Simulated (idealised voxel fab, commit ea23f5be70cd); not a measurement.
process module | voxel self aligned contacts
cross-section cut | 255 nm wide | cells 5 nm
A cross-section is a grid of square cells, given in bands from the top down. A band is one or more rows of cells.
Each band's line starts with the height of the band's top and of its bottom, in nm. Then come its materials from left to right, each with its width in nm. One material with "throughout" fills the band from edge to edge. "air" is empty space.
Height 0 is the level under which the wafer as received is all one material. The lowest band goes on downwards, as in "0 down".
A width such as "30 to 40" changes by the same amount from each row of cells to the next, from the band's top row to its bottom row.
"no change" after a step means that no cell of the cross-section changed.
closed voids: empty space of 8 cells or more with no open way to the top, each as width x height at its distance from the left edge, in nm
after a step's settings: what the simulator itself notes on the step
overlay nm, on a step with a mask: how far to the right of its planned place the mask lay; to the left if negative
plan
1 op RECEIVE | material Si
2 op CONFORMAL_DEP | material SiO2 | thk nm 5
3 op DIRECTIONAL_DEP | material polySi | thk nm 25
4 op DIRECTIONAL_DEP | material SiN | thk nm 25
5 op PATTERN | tone cover | mask id GATE | material resist | width nm 25 | pitch nm 60 | thk nm 15 | overlay nm 0
6 op DIRECTIONAL_ETCH | etch materials SiN | depth nm 25
7 op DIRECTIONAL_ETCH | etch materials polySi | depth nm 25
8 op STRIP | etch materials resist
9 op CONFORMAL_DEP | material SiN | thk nm 10
10 op DIRECTIONAL_ETCH | etch materials SiN | depth nm 10
11 op FILL_DEP | material SiO2 | thk nm 15
12 op CMP | height nm 60
13 op PATTERN | tone open | mask id CONTACT | material resist | width nm 45 | thk nm 15 | overlay nm 0
14 op DIRECTIONAL_ETCH | etch materials SiO2 | depth nm 60
15 op STRIP | etch materials resist
16 op CONFORMAL_DEP | material TiN | thk nm 5
17 op FILL_DEP | material Ru | thk nm 5
18 op CMP | height nm 60
19 op CONFORMAL_DEP | material SiCN | thk nm 5
as received, after step 1
  0 down: Si throughout
  closed voids: none
first wafer at the end, as planned
  65 to 60: SiCN throughout
  60 to 55: SiO2 105 | TiN 20 | Ru 5 | TiN 20 | SiO2 105
  55 to 30: SiO2 75 | SiN 45 | TiN 5 | Ru 5 | TiN 5 | SiN 45 | SiO2 75
  30 to 5: SiO2 75 | SiN 10 | polySi 25 | SiN 10 | TiN 5 | Ru 5 | TiN 5 | SiN 10 | polySi 25 | SiN 10 | SiO2 75
  5 to 0: SiO2 120 | TiN 15 | SiO2 120
  0 down: Si throughout
  closed voids: none
second wafer at the end: like start, like plan, one mistake
  65 to 60: SiCN throughout
  60 to 55: SiO2 105 | TiN 20 | Ru 5 | TiN 20 | SiO2 105
  55 to 30: SiO2 75 | SiN 45 | TiN 5 | Ru 5 | TiN 5 | SiN 45 | SiO2 75
  30 to 25: SiO2 120 | TiN 15 | SiO2 120
  25 to 0: polySi throughout
  0 down: Si throughout
  closed voids: none
what went wrong: steps 2 and 3 were swapped
at the end the second wafer has, in cells: 5 fewer of Ru | 40 fewer of SiN | 150 fewer of SiO2 | 10 fewer of TiN | 205 more of polySi
